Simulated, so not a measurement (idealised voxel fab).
The name of this process module is voxel wiring stack.
In the cross-section labelled cut, the width is 220 nm and each square cell is 5 nm.
Notation: cross-section as square-cell grid; stated in bands, top first, going down; one or more cell rows per band.
Per band: top height and bottom height in nm, followed by the left-to-right materials and their widths in nm; "throughout" marks a single material spanning edge to edge, "air" marks empty space.
Beneath 0, the wafer as received is one material, and that level is where height counting begins. The lowest band goes on downward without a bottom; it is written like "0 -> down".
Read "30..40" as a graded width: first number on top, second number at the bottom, same change between each pair of neighbouring rows.
Where a step carries "no change", the cross-section came out of it unchanged, cell for cell.
"Enclosed void list": sealed empty spaces, 8 cells or more, no open way to top, listed width x height at distance, with distance from the left edge and width, height and distance in nm.
Note: text after step settings on the step line = simulator remark on that step.
Regarding "overlay nm": on a step with a mask, it is the distance the mask lay to the right of its planned place; a negative value places it to the left.
Each of the pairs that make up the rest of this document says: here is the cross-section before one process step, here is the cross-section after it, drawn only down to the lowest band that changed, and here, under the pair, is the step lying between them with its settings. Different pairs may come from different runs of this module on the same starting wafer, so a pair continues from the pair above it only where its entry headed "Prior to step" says so.
-- Prior to step
110 -> 95 = aC throughout
95 -> 85 = SiO2 throughout
85 -> 80 = SiCN throughout
80 -> 55 = 75 SiO2 / 5 TiN / 10 W / 5 TiN / 30 SiO2 / 5 TiN / 10 W / 5 TiN / 75 SiO2
55 -> 50 = 75 SiCN / 20 TiN / 30 SiCN / 20 TiN / 75 SiCN
50 -> 40 = 75 lowk / 5 SiCN / 5 TiN / 5 SiCN / 35 lowk / 5 SiCN / 5 TiN / 5 SiCN / 80 lowk
40 -> 35 = 80 SiCN / 5 TiN / 45 SiCN / 5 TiN / 85 SiCN
35 -> 25 = SiO2 throughout
25 -> 20 = 70 SiO2 / 30 SiN / 20 SiO2 / 30 SiN / 70 SiO2
20 -> 5 = 70 SiO2 / 5 SiN / 20 W / 5 SiN / 20 SiO2 / 5 SiN / 20 W / 5 SiN / 70 SiO2
5 -> 0 = 75 SiN / 20 TiN / 30 SiN / 20 TiN / 75 SiN
0 -> down = Si throughout
Enclosed void list: none
-- Sectional View, Post-Process
140 -> 110 = 75 resist / 15 air / 35 resist / 15 air / 80 resist
Rest of section, below 110: as before.
Enclosed void list: none
The process step bridging the two cross-sections above: PATTERN [tone open] [mask id PLUG_2] [material resist] [width nm 15] [pitch nm 50] [thk nm 30] [overlay nm 0]
Prior to step: The cross-section prior to this step is the one presented after the step of the pair immediately above.
-- Sectional View, Post-Process
125 -> 110 = 75 resist / 15 air / 35 resist / 15 air / 80 resist
110 -> 95 = 75 aC / 15 air / 35 aC / 15 air / 80 aC
Rest of section, below 95: as before.
Enclosed void list: none
The process step bridging the two cross-sections above: DIRECTIONAL_ETCH [etch materials aC] [depth nm 15]
Prior to step: The cross-section prior to this step is the one presented after the step of the pair immediately above.
-- Sectional View, Post-Process
110 -> 95 = 75 aC / 15 air / 35 aC / 15 air / 80 aC
Rest of section, below 95: as before.
Enclosed void list: none
The process step bridging the two cross-sections above: STRIP [etch materials resist]
Prior to step: The cross-section prior to this step is the one presented after the step of the pair immediately above.
-- Sectional View, Post-Process
110 -> 95 = 75 aC / 15 air / 35 aC / 15 air / 80 aC
95 -> 85 = 75 SiO2 / 15 air / 35 SiO2 / 15 air / 80 SiO2
Rest of section, below 85: as before.
Enclosed void list: none
The process step bridging the two cross-sections above: DIRECTIONAL_ETCH [etch materials SiO2] [depth nm 10]
Prior to step: The cross-section prior to this step is the one presented after the step of the pair immediately above.
-- Sectional View, Post-Process
110 -> 95 = 75 aC / 15 air / 35 aC / 15 air / 80 aC
95 -> 85 = 75 SiO2 / 15 air / 35 SiO2 / 15 air / 80 SiO2
85 -> 80 = 75 SiCN / 15 air / 35 SiCN / 15 air / 80 SiCN
Rest of section, below 80: as before.
Enclosed void list: none
The process step bridging the two cross-sections above: DIRECTIONAL_ETCH [etch materials SiCN] [depth nm 5]
Prior to step: The cross-section prior to this step is the one presented after the step of the pair immediately above.
-- Sectional View, Post-Process
95 -> 85 = 75 SiO2 / 15 air / 35 SiO2 / 15 air / 80 SiO2
Rest of section, below 85: as before.
Enclosed void list: none
The process step bridging the two cross-sections above: STRIP [etch materials aC]
Prior to step: The cross-section prior to this step is the one presented after the step of the pair immediately above.
-- Sectional View, Post-Process
95 -> 90 = 75 SiO2 / 15 air / 35 SiO2 / 15 air / 80 SiO2
90 -> 85 = 75 SiO2 / 15 Ru / 35 SiO2 / 15 Ru / 80 SiO2
85 -> 80 = 75 SiCN / 15 Ru / 35 SiCN / 15 Ru / 80 SiCN
Rest of section, below 80: as before.
Enclosed void list: none
The process step bridging the two cross-sections above: EPI [material Ru] [thk nm 10]
Prior to step: The cross-section prior to this step is the one presented after the step of the pair immediately above.
-- Sectional View, Post-Process
95 -> 85 = 75 SiO2 / 15 Ru / 35 SiO2 / 15 Ru / 80 SiO2
Rest of section, below 85: as before.
Enclosed void list: none
The process step bridging the two cross-sections above: EPI [material Ru] [thk nm 5]
Prior to step: The cross-section prior to this step is the one presented after the step of the pair immediately above.
-- Sectional View, Post-Process
100 -> 95 = TiN throughout
Rest of section, below 95: as before.
Enclosed void list: none
The process step bridging the two cross-sections above: DIRECTIONAL_DEP [material TiN] [thk nm 5]
Prior to step: The cross-section prior to this step is the one presented after the step of the pair immediately above.
-- Sectional View, Post-Process
120 -> 100 = Ru throughout
Rest of section, below 100: as before.
Enclosed void list: none
The process step bridging the two cross-sections above: DIRECTIONAL_DEP [material Ru] [thk nm 20]
Prior to step: The cross-section prior to this step is the one presented after the step of the pair immediately above.
-- Sectional View, Post-Process
120 -> 100 = 75 air / 20 Ru / 30 air / 20 Ru / 75 air
Rest of section, below 100: as before.
Enclosed void list: none
The process step bridging the two cross-sections above: MASKED_ETCH [tone cover] [mask id METAL_3] [width nm 20] [pitch nm 50] [etch materials Ru] [depth nm 20] [overlay nm 0]
Prior to step: The cross-section prior to this step is the one presented after the step of the pair immediately above.
-- Sectional View, Post-Process
120 -> 100 = 75 air / 20 Ru / 30 air / 20 Ru / 75 air
100 -> 95 = 75 air / 20 TiN / 30 air / 20 TiN / 75 air
Rest of section, below 95: as before.
Enclosed void list: none
The process step bridging the two cross-sections above: MASKED_ETCH [tone cover] [mask id METAL_3] [width nm 20] [pitch nm 50] [etch materials TiN] [depth nm 5] [overlay nm 0]
Prior to step: The cross-section prior to this step is the one presented after the step of the pair immediately above.
-- Sectional View, Post-Process
125 -> 120 = 70 air / 30 SiCN / 20 air / 30 SiCN / 70 air
120 -> 100 = 70 air / 5 SiCN / 20 Ru / 5 SiCN / 20 air / 5 SiCN / 20 Ru / 5 SiCN / 70 air
100 -> 95 = 75 SiCN / 20 TiN / 30 SiCN / 20 TiN / 75 SiCN
Rest of section, below 95: as before.
Enclosed void list: none
The process step bridging the two cross-sections above: CONFORMAL_DEP [material SiCN] [thk nm 5]
Prior to step: The cross-section prior to this step is the one presented after the step of the pair immediately above.
-- Sectional View, Post-Process
135 -> 125 = SiO2 throughout
125 -> 120 = 70 SiO2 / 30 SiCN / 20 SiO2 / 30 SiCN / 70 SiO2
120 -> 100 = 70 SiO2 / 5 SiCN / 20 Ru / 5 SiCN / 20 SiO2 / 5 SiCN / 20 Ru / 5 SiCN / 70 SiO2
Rest of section, below 100: as before.
Enclosed void list: none
The process step bridging the two cross-sections above: FILL_DEP [material SiO2] [thk nm 10]
Prior to step: The cross-section prior to this step is the one presented after the step of the pair immediately above.
-- Sectional View, Post-Process
120 -> 100 = 70 SiO2 / 5 SiCN / 20 Ru / 5 SiCN / 20 SiO2 / 5 SiCN / 20 Ru / 5 SiCN / 70 SiO2
Rest of section, below 100: as before.
Enclosed void list: none
The process step bridging the two cross-sections above: CMP [height nm 120]
Prior to step: The cross-section prior to this step is the one presented after the step of the pair immediately above.
-- Sectional View, Post-Process
125 -> 120 = SiN throughout
Rest of section, below 120: as before.
Enclosed void list: none
The process step bridging the two cross-sections above: CONFORMAL_DEP [material SiN] [thk nm 5]
-- Prior to step
95 -> 90 = 75 SiO2 / 15 air / 35 SiO2 / 15 air / 80 SiO2
90 -> 85 = 75 SiO2 / 15 Ru / 35 SiO2 / 15 Ru / 80 SiO2
85 -> 80 = 75 SiCN / 15 Ru / 35 SiCN / 15 Ru / 80 SiCN
80 -> 55 = 75 SiO2 / 5 TiN / 10 W / 5 TiN / 30 SiO2 / 5 TiN / 10 W / 5 TiN / 75 SiO2
55 -> 50 = 75 SiCN / 20 TiN / 30 SiCN / 20 TiN / 75 SiCN
50 -> 40 = 75 lowk / 15 Ru / 35 lowk / 15 Ru / 80 lowk
40 -> 35 = 75 SiCN / 15 Ru / 35 SiCN / 15 Ru / 80 SiCN
35 -> 20 = 70 SiO2 / 5 SiN / 20 W / 5 SiN / 20 SiO2 / 5 SiN / 20 W / 5 SiN / 70 SiO2
20 -> 15 = 75 SiN / 20 TiN / 30 SiN / 20 TiN / 75 SiN
15 -> 0 = SiO2 throughout
0 -> down = Si throughout
Enclosed void list: none
-- Sectional View, Post-Process
100 -> 95 = 70 air / 25 Ru / 25 air / 25 Ru / 75 air
95 -> 85 = 75 SiO2 / 15 Ru / 35 SiO2 / 15 Ru / 80 SiO2
Rest of section, below 85: as before.
Enclosed void list: none
The process step bridging the two cross-sections above: EPI [material Ru] [thk nm 10]
Prior to step: The cross-section prior to this step is the one presented after the step of the pair immediately above.
-- Sectional View, Post-Process
105 -> 95 = 65 air / 35 Ru / 15 air / 35 Ru / 70 air
Rest of section, below 95: as before.
Enclosed void list: none
The process step bridging the two cross-sections above: EPI [material Ru] [thk nm 5]
Prior to step: The cross-section prior to this step is the one presented after the step of the pair immediately above.
-- Sectional View, Post-Process
110 -> 105 = 65 air / 35 TiN / 15 air / 35 TiN / 70 air
105 -> 100 = 65 air / 35 Ru / 15 air / 35 Ru / 70 air
100 -> 95 = 65 TiN / 35 Ru / 15 TiN / 35 Ru / 70 TiN
Rest of section, below 95: as before.
Enclosed void list: none
The process step bridging the two cross-sections above: DIRECTIONAL_DEP [material TiN] [thk nm 5]
Prior to step: The cross-section prior to this step is the one presented after the step of the pair immediately above.
-- Sectional View, Post-Process
130 -> 120 = 65 air / 35 Ru / 15 air / 35 Ru / 70 air
120 -> 110 = Ru throughout
110 -> 105 = 65 Ru / 35 TiN / 15 Ru / 35 TiN / 70 Ru
105 -> 100 = Ru throughout
Rest of section, below 100: as before.
Enclosed void list: none
The process step bridging the two cross-sections above: DIRECTIONAL_DEP [material Ru] [thk nm 20]
Prior to step: The cross-section prior to this step is the one presented after the step of the pair immediately above.
-- Sectional View, Post-Process
130 -> 110 = 75 air / 20 Ru / 30 air / 20 Ru / 75 air
110 -> 105 = 65 air / 35 TiN / 15 air / 35 TiN / 70 air
105 -> 100 = 65 air / 35 Ru / 15 air / 35 Ru / 70 air
Rest of section, below 100: as before.
Enclosed void list: none
The process step bridging the two cross-sections above: MASKED_ETCH [tone cover] [mask id METAL_3] [width nm 20] [pitch nm 50] [etch materials Ru] [depth nm 20] [overlay nm 0]
Prior to step: The cross-section prior to this step is the one presented after the step of the pair immediately above.
-- Sectional View, Post-Process
130 -> 110 = 75 air / 20 Ru / 30 air / 20 Ru / 75 air
110 -> 105 = 75 air / 20 TiN / 30 air / 20 TiN / 75 air
105 -> 95 = 65 air / 35 Ru / 15 air / 35 Ru / 70 air
Rest of section, below 95: as before.
Enclosed void list: none
The process step bridging the two cross-sections above: MASKED_ETCH [tone cover] [mask id METAL_3] [width nm 20] [pitch nm 50] [etch materials TiN] [depth nm 5] [overlay nm 0]
Prior to step: The cross-section prior to this step is the one presented after the step of the pair immediately above.
-- Sectional View, Post-Process
135 -> 130 = 70 air / 30 SiCN / 20 air / 30 SiCN / 70 air
130 -> 110 = 70 air / 5 SiCN / 20 Ru / 5 SiCN / 20 air / 5 SiCN / 20 Ru / 5 SiCN / 70 air
110 -> 105 = 60 air / 15 SiCN / 20 TiN / 10 SiCN / 5 air / 15 SiCN / 20 TiN / 10 SiCN / 65 air
105 -> 100 = 60 air / 5 SiCN / 35 Ru / 5 SiCN / 5 air / 5 SiCN / 35 Ru / 5 SiCN / 65 air
100 -> 95 = 65 SiCN / 35 Ru / 15 SiCN / 35 Ru / 70 SiCN
Rest of section, below 95: as before.
Enclosed void list: none
The process step bridging the two cross-sections above: CONFORMAL_DEP [material SiCN] [thk nm 5]
Prior to step: The cross-section prior to this step is the one presented after the step of the pair immediately above.
-- Sectional View, Post-Process
145 -> 135 = SiO2 throughout
135 -> 130 = 70 SiO2 / 30 SiCN / 20 SiO2 / 30 SiCN / 70 SiO2
130 -> 110 = 70 SiO2 / 5 SiCN / 20 Ru / 5 SiCN / 20 SiO2 / 5 SiCN / 20 Ru / 5 SiCN / 70 SiO2
110 -> 105 = 60 SiO2 / 15 SiCN / 20 TiN / 10 SiCN / 5 SiO2 / 15 SiCN / 20 TiN / 10 SiCN / 65 SiO2
105 -> 100 = 60 SiO2 / 5 SiCN / 35 Ru / 5 SiCN / 5 SiO2 / 5 SiCN / 35 Ru / 5 SiCN / 65 SiO2
Rest of section, below 100: as before.
Enclosed void list: none
The process step bridging the two cross-sections above: FILL_DEP [material SiO2] [thk nm 10]
Prior to step: The cross-section prior to this step is the one presented after the step of the pair immediately above.
-- Sectional View, Post-Process
120 -> 110 = 70 SiO2 / 5 SiCN / 20 Ru / 5 SiCN / 20 SiO2 / 5 SiCN / 20 Ru / 5 SiCN / 70 SiO2
Rest of section, below 110: as before.
Enclosed void list: none
The process step bridging the two cross-sections above: CMP [height nm 120]
Prior to step: The cross-section prior to this step is the one presented after the step of the pair immediately above.
-- Sectional View, Post-Process
125 -> 120 = SiN throughout
Rest of section, below 120: as before.
Enclosed void list: none
The process step bridging the two cross-sections above: CONFORMAL_DEP [material SiN] [thk nm 5]
-- Prior to step
5 -> 0 = TiN throughout
0 -> down = Si throughout
Enclosed void list: none
-- Sectional View, Post-Process
20 -> 5 = SiO2 throughout
Rest of section, below 5: as before.
Enclosed void list: none
The process step bridging the two cross-sections above: CONFORMAL_DEP [material SiO2] [thk nm 15]
Prior to step: The cross-section prior to this step is the one presented after the step of the pair immediately above.
-- Sectional View, Post-Process
35 -> 20 = W throughout
Rest of section, below 20: as before.
Enclosed void list: none
The process step bridging the two cross-sections above: DIRECTIONAL_DEP [material W] [thk nm 15]
Prior to step: The cross-section prior to this step is the one presented after the step of the pair immediately above.
-- Sectional View, Post-Process
45 -> 35 = aC throughout
Rest of section, below 35: as before.
Enclosed void list: none
The process step bridging the two cross-sections above: DIRECTIONAL_DEP [material aC] [thk nm 10]
Prior to step: The cross-section prior to this step is the one presented after the step of the pair immediately above.
-- Sectional View, Post-Process
70 -> 45 = 75 air / 20 resist / 30 air / 20 resist / 75 air
Rest of section, below 45: as before.
Enclosed void list: none
The process step bridging the two cross-sections above: PATTERN [tone cover] [mask id METAL_1] [material resist] [width nm 20] [pitch nm 50] [thk nm 25] [overlay nm 0]
Prior to step: The cross-section prior to this step is the one presented after the step of the pair immediately above.
-- Sectional View, Post-Process
60 -> 45 = 75 air / 20 resist / 30 air / 20 resist / 75 air
45 -> 35 = 75 air / 20 aC / 30 air / 20 aC / 75 air
Rest of section, below 35: as before.
Enclosed void list: none
The process step bridging the two cross-sections above: DIRECTIONAL_ETCH [etch materials aC] [depth nm 10]
Prior to step: The cross-section prior to this step is the one presented after the step of the pair immediately above.
-- Sectional View, Post-Process
45 -> 35 = 75 air / 20 aC / 30 air / 20 aC / 75 air
Rest of section, below 35: as before.
Enclosed void list: none
The process step bridging the two cross-sections above: STRIP [etch materials resist]
Prior to step: The cross-section prior to this step is the one presented after the step of the pair immediately above.
-- Sectional View, Post-Process
45 -> 35 = 75 air / 20 aC / 30 air / 20 aC / 75 air
35 -> 20 = 75 air / 20 W / 30 air / 20 W / 75 air
Rest of section, below 20: as before.
Enclosed void list: none
The process step bridging the two cross-sections above: DIRECTIONAL_ETCH [etch materials W] [depth nm 15]
Prior to step: The cross-section prior to this step is the one presented after the step of the pair immediately above.
-- Sectional View, Post-Process
35 -> 20 = 75 air / 20 W / 30 air / 20 W / 75 air
Rest of section, below 20: as before.
Enclosed void list: none
The process step bridging the two cross-sections above: STRIP [etch materials aC]
Prior to step: The cross-section prior to this step is the one presented after the step of the pair immediately above.
-- Sectional View, Post-Process
40 -> 35 = 70 air / 30 SiN / 20 air / 30 SiN / 70 air
35 -> 25 = 70 air / 5 SiN / 20 W / 5 SiN / 20 air / 5 SiN / 20 W / 5 SiN / 70 air
25 -> 20 = 75 SiN / 20 W / 30 SiN / 20 W / 75 SiN
Rest of section, below 20: as before.
Enclosed void list: none
The process step bridging the two cross-sections above: CONFORMAL_DEP [material SiN] [thk nm 5]
Prior to step: The cross-section prior to this step is the one presented after the step of the pair immediately above.
-- Sectional View, Post-Process
50 -> 40 = SiO2 throughout
40 -> 35 = 70 SiO2 / 30 SiN / 20 SiO2 / 30 SiN / 70 SiO2
35 -> 25 = 70 SiO2 / 5 SiN / 20 W / 5 SiN / 20 SiO2 / 5 SiN / 20 W / 5 SiN / 70 SiO2
Rest of section, below 25: as before.
Enclosed void list: none
The process step bridging the two cross-sections above: FILL_DEP [material SiO2] [thk nm 10]
Prior to step: The cross-section prior to this step is the one presented after the step of the pair immediately above.
-- Sectional View, Post-Process
35 -> 25 = 70 SiO2 / 5 SiN / 20 W / 5 SiN / 20 SiO2 / 5 SiN / 20 W / 5 SiN / 70 SiO2
Rest of section, below 25: as before.
Enclosed void list: none
The process step bridging the two cross-sections above: CMP [height nm 35]
Prior to step: The cross-section prior to this step is the one presented after the step of the pair immediately above.
-- Sectional View, Post-Process
40 -> 35 = SiCN throughout
Rest of section, below 35: as before.
Enclosed void list: none
The process step bridging the two cross-sections above: CONFORMAL_DEP [material SiCN] [thk nm 5]
Prior to step: The cross-section prior to this step is the one presented after the step of the pair immediately above.
-- Sectional View, Post-Process
50 -> 40 = lowk throughout
Rest of section, below 40: as before.
Enclosed void list: none
The process step bridging the two cross-sections above: DIRECTIONAL_DEP [material lowk] [thk nm 10]
Prior to step: The cross-section prior to this step is the one presented after the step of the pair immediately above.
-- Sectional View, Post-Process
65 -> 50 = aC throughout
Rest of section, below 50: as before.
Enclosed void list: none
The process step bridging the two cross-sections above: DIRECTIONAL_DEP [material aC] [thk nm 15]
Prior to step: The cross-section prior to this step is the one presented after the step of the pair immediately above.
-- Sectional View, Post-Process
95 -> 65 = 75 resist / 15 air / 35 resist / 15 air / 80 resist
Rest of section, below 65: as before.
Enclosed void list: none
The process step bridging the two cross-sections above: PATTERN [tone open] [mask id PLUG_1] [material resist] [width nm 15] [pitch nm 50] [thk nm 30] [overlay nm 0]
Prior to step: The cross-section prior to this step is the one presented after the step of the pair immediately above.
-- Sectional View, Post-Process
80 -> 65 = 75 resist / 15 air / 35 resist / 15 air / 80 resist
65 -> 50 = 75 aC / 15 air / 35 aC / 15 air / 80 aC
Rest of section, below 50: as before.
Enclosed void list: none
The process step bridging the two cross-sections above: DIRECTIONAL_ETCH [etch materials aC] [depth nm 15]
Prior to step: The cross-section prior to this step is the one presented after the step of the pair immediately above.
-- Sectional View, Post-Process
65 -> 50 = 75 aC / 15 air / 35 aC / 15 air / 80 aC
Rest of section, below 50: as before.
Enclosed void list: none
The process step bridging the two cross-sections above: STRIP [etch materials resist]
Prior to step: The cross-section prior to this step is the one presented after the step of the pair immediately above.
-- Sectional View, Post-Process
65 -> 50 = 75 aC / 15 air / 35 aC / 15 air / 80 aC
50 -> 40 = 75 lowk / 15 air / 35 lowk / 15 air / 80 lowk
Rest of section, below 40: as before.
Enclosed void list: none
The process step bridging the two cross-sections above: DIRECTIONAL_ETCH [etch materials lowk] [depth nm 10]
Prior to step: The cross-section prior to this step is the one presented after the step of the pair immediately above.
-- Sectional View, Post-Process
65 -> 50 = 75 aC / 15 air / 35 aC / 15 air / 80 aC
50 -> 40 = 75 lowk / 15 air / 35 lowk / 15 air / 80 lowk
40 -> 35 = 75 SiCN / 15 air / 35 SiCN / 15 air / 80 SiCN
Rest of section, below 35: as before.
Enclosed void list: none
The process step bridging the two cross-sections above: DIRECTIONAL_ETCH [etch materials SiCN] [depth nm 5]
Prior to step: The cross-section prior to this step is the one presented after the step of the pair immediately above.
-- Sectional View, Post-Process
50 -> 40 = 75 lowk / 15 air / 35 lowk / 15 air / 80 lowk
Rest of section, below 40: as before.
Enclosed void list: none
The process step bridging the two cross-sections above: STRIP [etch materials aC]
Prior to step: The cross-section prior to this step is the one presented after the step of the pair immediately above.
-- Sectional View, Post-Process
50 -> 45 = 75 lowk / 15 air / 35 lowk / 15 air / 80 lowk
45 -> 40 = 75 lowk / 15 Ru / 35 lowk / 15 Ru / 80 lowk
40 -> 35 = 75 SiCN / 15 Ru / 35 SiCN / 15 Ru / 80 SiCN
Rest of section, below 35: as before.
Enclosed void list: none
The process step bridging the two cross-sections above: EPI [material Ru] [thk nm 10]
Prior to step: The cross-section prior to this step is the one presented after the step of the pair immediately above.
-- Sectional View, Post-Process
50 -> 40 = 75 lowk / 15 Ru / 35 lowk / 15 Ru / 80 lowk
Rest of section, below 40: as before.
Enclosed void list: none
The process step bridging the two cross-sections above: EPI [material Ru] [thk nm 5]
Prior to step: The cross-section prior to this step is the one presented after the step of the pair immediately above.
-- Sectional View, Post-Process
55 -> 50 = SiCN throughout
Rest of section, below 50: as before.
Enclosed void list: none
The process step bridging the two cross-sections above: CONFORMAL_DEP [material SiCN] [thk nm 5]
Prior to step: The cross-section prior to this step is the one presented after the step of the pair immediately above.
-- Sectional View, Post-Process
80 -> 55 = SiO2 throughout
Rest of section, below 55: as before.
Enclosed void list: none
The process step bridging the two cross-sections above: DIRECTIONAL_DEP [material SiO2] [thk nm 25]
Prior to step: The cross-section prior to this step is the one presented after the step of the pair immediately above.
-- Sectional View, Post-Process
80 -> 55 = 75 SiO2 / 20 air / 30 SiO2 / 20 air / 75 SiO2
Rest of section, below 55: as before.
Enclosed void list: none
The process step bridging the two cross-sections above: MASKED_ETCH [tone open] [mask id METAL_2] [width nm 20] [pitch nm 50] [etch materials SiO2] [depth nm 25] [overlay nm 0]
Prior to step: The cross-section prior to this step is the one presented after the step of the pair immediately above.
-- Sectional View, Post-Process
80 -> 55 = 75 SiO2 / 20 air / 30 SiO2 / 20 air / 75 SiO2
55 -> 50 = 75 SiCN / 20 air / 30 SiCN / 20 air / 75 SiCN
Rest of section, below 50: as before.
Enclosed void list: none
The process step bridging the two cross-sections above: MASKED_ETCH [tone open] [mask id METAL_2] [width nm 20] [pitch nm 50] [etch materials SiCN] [depth nm 5] [overlay nm 0]
Prior to step: The cross-section prior to this step is the one presented after the step of the pair immediately above.
-- Sectional View, Post-Process
85 -> 80 = 80 TiN / 10 air / 40 TiN / 10 air / 80 TiN
80 -> 55 = 75 SiO2 / 5 TiN / 10 air / 5 TiN / 30 SiO2 / 5 TiN / 10 air / 5 TiN / 75 SiO2
55 -> 50 = 75 SiCN / 20 TiN / 30 SiCN / 20 TiN / 75 SiCN
Rest of section, below 50: as before.
Enclosed void list: none
The process step bridging the two cross-sections above: CONFORMAL_DEP [material TiN] [thk nm 5]
Prior to step: The cross-section prior to this step is the one presented after the step of the pair immediately above.
-- Sectional View, Post-Process
95 -> 85 = W throughout
85 -> 80 = 80 TiN / 10 W / 40 TiN / 10 W / 80 TiN
80 -> 55 = 75 SiO2 / 5 TiN / 10 W / 5 TiN / 30 SiO2 / 5 TiN / 10 W / 5 TiN / 75 SiO2
Rest of section, below 55: as before.
Enclosed void list: none
The process step bridging the two cross-sections above: FILL_DEP [material W] [thk nm 10]
Prior to step: The cross-section prior to this step is the one presented after the step of the pair immediately above.
-- Sectional View, Post-Process
80 -> 55 = 75 SiO2 / 5 TiN / 10 W / 5 TiN / 30 SiO2 / 5 TiN / 10 W / 5 TiN / 75 SiO2
Rest of section, below 55: as before.
Enclosed void list: none
The process step bridging the two cross-sections above: CMP [height nm 80]
Prior to step: The cross-section prior to this step is the one presented after the step of the pair immediately above.
-- Sectional View, Post-Process
85 -> 80 = SiCN throughout
Rest of section, below 80: as before.
Enclosed void list: none
The process step bridging the two cross-sections above: CONFORMAL_DEP [material SiCN] [thk nm 5]
Prior to step: The cross-section prior to this step is the one presented after the step of the pair immediately above.
-- Sectional View, Post-Process
95 -> 85 = SiO2 throughout
Rest of section, below 85: as before.
Enclosed void list: none
The process step bridging the two cross-sections above: DIRECTIONAL_DEP [material SiO2] [thk nm 10]
Prior to step: The cross-section prior to this step is the one presented after the step of the pair immediately above.
-- Sectional View, Post-Process
110 -> 95 = aC throughout
Rest of section, below 95: as before.
Enclosed void list: none
The process step bridging the two cross-sections above: DIRECTIONAL_DEP [material aC] [thk nm 15]
Prior to step: The cross-section prior to this step is the one presented after the step of the pair immediately above.
-- Sectional View, Post-Process
140 -> 110 = 75 resist / 15 air / 35 resist / 15 air / 80 resist
Rest of section, below 110: as before.
Enclosed void list: none
The process step bridging the two cross-sections above: PATTERN [tone open] [mask id PLUG_2] [material resist] [width nm 15] [pitch nm 50] [thk nm 30] [overlay nm 0]
Prior to step: The cross-section prior to this step is the one presented after the step of the pair immediately above.
-- Sectional View, Post-Process
125 -> 110 = 75 resist / 15 air / 35 resist / 15 air / 80 resist
110 -> 95 = 75 aC / 15 air / 35 aC / 15 air / 80 aC
Rest of section, below 95: as before.
Enclosed void list: none
The process step bridging the two cross-sections above: DIRECTIONAL_ETCH [etch materials aC] [depth nm 15]
Prior to step: The cross-section prior to this step is the one presented after the step of the pair immediately above.
-- Sectional View, Post-Process
110 -> 95 = 75 aC / 15 air / 35 aC / 15 air / 80 aC
Rest of section, below 95: as before.
Enclosed void list: none
The process step bridging the two cross-sections above: STRIP [etch materials resist]
Prior to step: The cross-section prior to this step is the one presented after the step of the pair immediately above.
-- Sectional View, Post-Process
110 -> 95 = 75 aC / 15 air / 35 aC / 15 air / 80 aC
95 -> 85 = 75 SiO2 / 15 air / 35 SiO2 / 15 air / 80 SiO2
Rest of section, below 85: as before.
Enclosed void list: none
The process step bridging the two cross-sections above: DIRECTIONAL_ETCH [etch materials SiO2] [depth nm 10]
Prior to step: The cross-section prior to this step is the one presented after the step of the pair immediately above.
-- Sectional View, Post-Process
110 -> 95 = 75 aC / 15 air / 35 aC / 15 air / 80 aC
95 -> 85 = 75 SiO2 / 15 air / 35 SiO2 / 15 air / 80 SiO2
85 -> 80 = 75 SiCN / 15 air / 35 SiCN / 15 air / 80 SiCN
Rest of section, below 80: as before.
Enclosed void list: none
The process step bridging the two cross-sections above: DIRECTIONAL_ETCH [etch materials SiCN] [depth nm 5]
Prior to step: The cross-section prior to this step is the one presented after the step of the pair immediately above.
-- Sectional View, Post-Process
95 -> 85 = 75 SiO2 / 15 air / 35 SiO2 / 15 air / 80 SiO2
Rest of section, below 85: as before.
Enclosed void list: none
The process step bridging the two cross-sections above: STRIP [etch materials aC]
Prior to step: The cross-section prior to this step is the one presented after the step of the pair immediately above.
-- Sectional View, Post-Process
95 -> 90 = 75 SiO2 / 15 air / 35 SiO2 / 15 air / 80 SiO2
90 -> 85 = 75 SiO2 / 15 Ru / 35 SiO2 / 15 Ru / 80 SiO2
85 -> 80 = 75 SiCN / 15 Ru / 35 SiCN / 15 Ru / 80 SiCN
Rest of section, below 80: as before.
Enclosed void list: none
The process step bridging the two cross-sections above: EPI [material Ru] [thk nm 10]
Prior to step: The cross-section prior to this step is the one presented after the step of the pair immediately above.
-- Sectional View, Post-Process
95 -> 85 = 75 SiO2 / 15 Ru / 35 SiO2 / 15 Ru / 80 SiO2
Rest of section, below 85: as before.
Enclosed void list: none
The process step bridging the two cross-sections above: EPI [material Ru] [thk nm 5]
Prior to step: The cross-section prior to this step is the one presented after the step of the pair immediately above.
-- Sectional View, Post-Process
100 -> 95 = TiN throughout
Rest of section, below 95: as before.
Enclosed void list: none
The process step bridging the two cross-sections above: DIRECTIONAL_DEP [material TiN] [thk nm 5]
Prior to step: The cross-section prior to this step is the one presented after the step of the pair immediately above.
-- Sectional View, Post-Process
120 -> 100 = Ru throughout
Rest of section, below 100: as before.
Enclosed void list: none
The process step bridging the two cross-sections above: DIRECTIONAL_DEP [material Ru] [thk nm 20]
Prior to step: The cross-section prior to this step is the one presented after the step of the pair immediately above.
-- Sectional View, Post-Process
120 -> 100 = 75 air / 20 Ru / 30 air / 20 Ru / 75 air
Rest of section, below 100: as before.
Enclosed void list: none
The process step bridging the two cross-sections above: MASKED_ETCH [tone cover] [mask id METAL_3] [width nm 20] [pitch nm 50] [etch materials Ru] [depth nm 20] [overlay nm 0]
Prior to step: The cross-section prior to this step is the one presented after the step of the pair immediately above.
-- Sectional View, Post-Process
120 -> 100 = 75 air / 20 Ru / 30 air / 20 Ru / 75 air
100 -> 95 = 75 air / 20 TiN / 30 air / 20 TiN / 75 air
Rest of section, below 95: as before.
Enclosed void list: none
The process step bridging the two cross-sections above: MASKED_ETCH [tone cover] [mask id METAL_3] [width nm 20] [pitch nm 50] [etch materials TiN] [depth nm 5] [overlay nm 0]
Prior to step: The cross-section prior to this step is the one presented after the step of the pair immediately above.
-- Sectional View, Post-Process
125 -> 120 = 70 air / 30 SiCN / 20 air / 30 SiCN / 70 air
120 -> 100 = 70 air / 5 SiCN / 20 Ru / 5 SiCN / 20 air / 5 SiCN / 20 Ru / 5 SiCN / 70 air
100 -> 95 = 75 SiCN / 20 TiN / 30 SiCN / 20 TiN / 75 SiCN
Rest of section, below 95: as before.
Enclosed void list: none
The process step bridging the two cross-sections above: CONFORMAL_DEP [material SiCN] [thk nm 5]
Prior to step: The cross-section prior to this step is the one presented after the step of the pair immediately above.
-- Sectional View, Post-Process
135 -> 125 = SiO2 throughout
125 -> 120 = 70 SiO2 / 30 SiCN / 20 SiO2 / 30 SiCN / 70 SiO2
120 -> 100 = 70 SiO2 / 5 SiCN / 20 Ru / 5 SiCN / 20 SiO2 / 5 SiCN / 20 Ru / 5 SiCN / 70 SiO2
Rest of section, below 100: as before.
Enclosed void list: none
The process step bridging the two cross-sections above: FILL_DEP [material SiO2] [thk nm 10]
